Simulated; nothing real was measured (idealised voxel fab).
The process module presented herein is designated voxel self aligned contacts.
Shown is cross-section cut, with a width of 235 nm and square cells of size 5 nm.
Cross-section = grid of square cells, listed top down in bands; band = one or more rows.
Band: top height; bottom height; in nm. Then, left to right: material with width in nm, for each material. "full width": a single material spanning edge to edge. "air": empty space.
Measure heights from 0. That's the level where, below it, the as-received wafer is all one material. The lowest band is bottomless and extends downward; write it as in "0 down".
It should be noted that a width expressed as "30 to 40" varies in equal increments from row to row of cells within the band, taking the value of the first number at the top row and that of the second number at the bottom row.
For the purposes of this document, the phrase "nothing got changed" attached to a step denotes that no cell within the cross-section was modified by that step.
Reported under the label "Enclosed voids" are the empty spaces having no open way to the top and comprising 8 cells or more; the notation for each is width x height at distance, in which the distance is measured from the left edge and all three values are in nm.
It should be noted that, on the line of a given step, the content following the step's settings is a remark produced by the simulator itself with respect to that step.
The setting "overlay nm" may be written on the line of a step. When the step uses a mask, the value reports how far to the right of the planned place the mask lay, and a negative value reports that it lay to the left.

BELOW IS THE LIST OF PLANNED PROCESS STEPS
1: RECEIVE: material Si
2: CONFORMAL_DEP: material SiO2, thk nm 5
3: DIRECTIONAL_DEP: material polySi, thk nm 25
4: DIRECTIONAL_DEP: material SiN, thk nm 20
5: DIRECTIONAL_DEP: material aC, thk nm 10
6: PATTERN: tone cover, mask id GATE, material resist, width nm 35, pitch nm 60, thk nm 30, overlay nm 0
7: DIRECTIONAL_ETCH: etch materials aC, depth nm 10
8: STRIP: etch materials resist
9: DIRECTIONAL_ETCH: etch materials SiN, depth nm 20
10: DIRECTIONAL_ETCH: etch materials polySi, depth nm 25
11: STRIP: etch materials aC
12: CONFORMAL_DEP: material SiN, thk nm 5
13: DIRECTIONAL_ETCH: etch materials SiN, depth nm 5
14: FILL_DEP: material SiO2, thk nm 15
15: CMP: height nm 55
16: DIRECTIONAL_DEP: material aC, thk nm 15
17: PATTERN: tone open, mask id CONTACT, material resist, width nm 45, pitch nm 60, thk nm 35, overlay nm 0
18: DIRECTIONAL_ETCH: etch materials aC, depth nm 15
19: STRIP: etch materials resist
20: DIRECTIONAL_ETCH: etch materials SiO2, depth nm 55
21: STRIP: etch materials aC
22: CONFORMAL_DEP: material TiN, thk nm 5
23: FILL_DEP: material W, thk nm 10
24: CMP: height nm 55
25: CONFORMAL_DEP: material SiN, thk nm 5

CROSS-SECTION, INCOMING MATERIAL, AFTER STEP 1
  0 down | Si full width
  Enclosed voids: none

END-OF-MODULE CROSS-SECTION OF THE FIRST OF TWO WAFERS, PROCESSED AS PLANNED
  60 to 55 | SiN full width
  55 to 50 | SiO2: 65 / TiN: 20 / W: 5 / TiN: 20 / SiO2: 15 / TiN: 20 / W: 5 / TiN: 20 / SiO2: 65
  50 to 30 | SiO2: 35 / SiN: 45 / TiN: 5 / W: 5 / TiN: 5 / SiN: 45 / TiN: 5 / W: 5 / TiN: 5 / SiN: 45 / SiO2: 35
  30 to 5 | SiO2: 35 / SiN: 5 / polySi: 35 / SiN: 5 / TiN: 5 / W: 5 / TiN: 5 / SiN: 5 / polySi: 35 / SiN: 5 / TiN: 5 / W: 5 / TiN: 5 / SiN: 5 / polySi: 35 / SiN: 5 / SiO2: 35
  5 to 0 | SiO2: 80 / TiN: 15 / SiO2: 45 / TiN: 15 / SiO2: 80
  0 down | Si full width
  Enclosed voids: none

SAME START, SAME PLAN AS THE FIRST WAFER - BUT ONE MISTAKE IN THE RUN. CROSS-SECTION OF THE SECOND OF THE TWO AT THE END OF THE MODULE
  60 to 55 | SiN full width
  55 to 50 | SiO2: 65 / TiN: 30 / W: 5 / TiN: 10 / SiO2: 15 / TiN: 30 / W: 5 / TiN: 10 / SiO2: 65
  50 to 30 | SiO2: 45 / SiN: 45 / TiN: 5 / W: 5 / TiN: 5 / SiN: 45 / TiN: 5 / W: 5 / TiN: 5 / SiN: 45 / SiO2: 25
  30 to 5 | SiO2: 45 / SiN: 5 / polySi: 35 / SiN: 5 / TiN: 5 / W: 5 / TiN: 5 / SiN: 5 / polySi: 35 / SiN: 5 / TiN: 5 / W: 5 / TiN: 5 / SiN: 5 / polySi: 35 / SiN: 5 / SiO2: 25
  5 to 0 | SiO2: 90 / TiN: 15 / SiO2: 45 / TiN: 15 / SiO2: 70
  0 down | Si full width
  Enclosed voids: none
Against the plan, the run slipped here: it should be noted that step 6 was executed with settings other than those planned, the operation and settings actually applied being PATTERN: tone cover, mask id GATE, material resist, width nm 35, pitch nm 60, thk nm 30, overlay nm 10
If you tally the cells, the second wafer ends up with the same amount of every material as the first; it's all just sitting in different places.
